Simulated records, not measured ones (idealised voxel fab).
You're looking at the process module voxel wiring stack.
Section cut is 250 nm wide and gridded with 5 nm square cells.
Cross-section = grid of square cells, listed top down in bands; band = one or more rows.
The entry gives the band's vertical extent as a top height and a bottom height in nm, then its horizontal make-up as materials from left to right, each with a width in nm. "empty" stands for empty space; a single material marked "all across" fills the band edge to edge.
A quick word on heights: they are counted from 0, and under that level the wafer as it came to us is one material throughout. The lowest band is different from the rest in having no bottom; it simply continues downward, written as in "0 down".
Graded width ("30->40"): value in top row of band = first number; value in bottom row = second number; row-to-row change constant.
"changes: none" means the step left every cell of the cross-section as it was.
Enclosed void entries: empty space of 8 cells or more with no open way to the top, each as width x height at its distance from the left edge, in nm
Where a step's line continues beyond its settings, the continuation is a remark by the simulator itself on that step.
overlay nm, on a step with a mask: how far to the right of its planned place the mask lay; to the left if negative
**Steps planned for the process**
1: RECEIVE [material Si]
2: CONFORMAL_DEP [material SiO2] [thk nm 10]
3: CONFORMAL_DEP [material SiN] [thk nm 5]
4: DIRECTIONAL_DEP [material SiO2] [thk nm 15]
5: MASKED_ETCH [tone open] [mask id METAL_1] [width nm 25] [pitch nm 50] [etch materials SiO2] [depth nm 15] [overlay nm 0]
6: MASKED_ETCH [tone open] [mask id METAL_1] [width nm 25] [pitch nm 50] [etch materials SiN] [depth nm 5] [overlay nm 0]
7: CONFORMAL_DEP [material TiN] [thk nm 5]
8: FILL_DEP [material Cu] [thk nm 10]
9: CMP [height nm 30]
10: EPI [material Ru] [thk nm 5]
11: FILL_DEP [material SiCN] [thk nm 5]
12: DIRECTIONAL_DEP [material lowk] [thk nm 15]
13: MASKED_ETCH [tone open] [mask id PLUG_1] [width nm 15] [pitch nm 50] [etch materials lowk] [depth nm 15] [overlay nm 0]
14: MASKED_ETCH [tone open] [mask id PLUG_1] [width nm 15] [pitch nm 50] [etch materials SiCN] [depth nm 5] [overlay nm 0]
15: EPI [material Ru] [thk nm 10]
16: EPI [material Ru] [thk nm 10]
17: CONFORMAL_DEP [material SiN] [thk nm 5]
18: DIRECTIONAL_DEP [material SiO2] [thk nm 25]
19: PATTERN [tone open] [mask id METAL_2] [material resist] [width nm 25] [pitch nm 50] [thk nm 20] [overlay nm 0]
20: DIRECTIONAL_ETCH [etch materials SiO2] [depth nm 25]
21: DIRECTIONAL_ETCH [etch materials SiN] [depth nm 5]
22: STRIP [etch materials resist]
23: CONFORMAL_DEP [material TiN] [thk nm 5]
24: FILL_DEP [material Cu] [thk nm 5]
25: CMP [height nm 85]
26: CONFORMAL_DEP [material SiN] [thk nm 5]
**Wafer at receipt (post step 1), cross-section**
* 0 down = Si all across
* Enclosed void entries: none
**First wafer of two, sectioned at end of module; run went per plan**
* 90 to 85 = SiN all across
* 85 to 60 = SiO2=85, TiN=5, Cu=15, TiN=5, SiO2=25, TiN=5, Cu=15, TiN=5, SiO2=90
* 60 to 55 = SiN=85, TiN=25, SiN=25, TiN=25, SiN=90
* 55 to 40 = lowk=85, Ru=15, lowk=35, Ru=15, lowk=100
* 40 to 30 = SiCN=85->80, Ru=15->35, SiCN=35->15, Ru=15->35, SiCN=100->85
* 30 to 15 = SiO2=85, TiN=5, Cu=15, TiN=5, SiO2=25, TiN=5, Cu=15, TiN=5, SiO2=90
* 15 to 10 = SiN=85, TiN=25, SiN=25, TiN=25, SiN=90
* 10 to 0 = SiO2 all across
* 0 down = Si all across
* Enclosed void entries: none
**So this is wafer number two of the two, cut at the end of the module - it started where the first did and had the same plan, we just got one thing wrong running it**
* 90 to 85 = SiN all across
* 85 to 70 = SiO2=85, TiN=5, Cu=15, TiN=5, SiO2=25, TiN=5, Cu=15, TiN=5, SiO2=90
* 70 to 65 = SiO2=70, SiN=15, TiN=25, SiN=5, SiO2=5, SiN=15, TiN=25, SiN=5, SiO2=85
* 65 to 60 = SiO2=70, SiN=5, Ru=35, SiN=5, SiO2=5, SiN=5, Ru=35, SiN=5, SiO2=85
* 60 to 55 = SiN=75, Ru=35, SiN=15, Ru=35, SiN=90
* 55 to 40 = lowk=85, Ru=15, lowk=35, Ru=15, lowk=100
* 40 to 30 = SiCN=85->80, Ru=15->35, SiCN=35->15, Ru=15->35, SiCN=100->85
* 30 to 15 = SiO2=85, TiN=5, Cu=15, TiN=5, SiO2=25, TiN=5, Cu=15, TiN=5, SiO2=90
* 15 to 10 = SiN=85, TiN=25, SiN=25, TiN=25, SiN=90
* 10 to 0 = SiO2 all across
* 0 down = Si all across
* Enclosed void entries: none
Processing error: one of the identical steps 15 and 16 ran twice, and which one cannot be pinned down
At the finish, the second wafer shows more or fewer cells for some materials than the first does: Cu -12 | Ru +28 | SiN +8 | SiO2 -16 | TiN -8
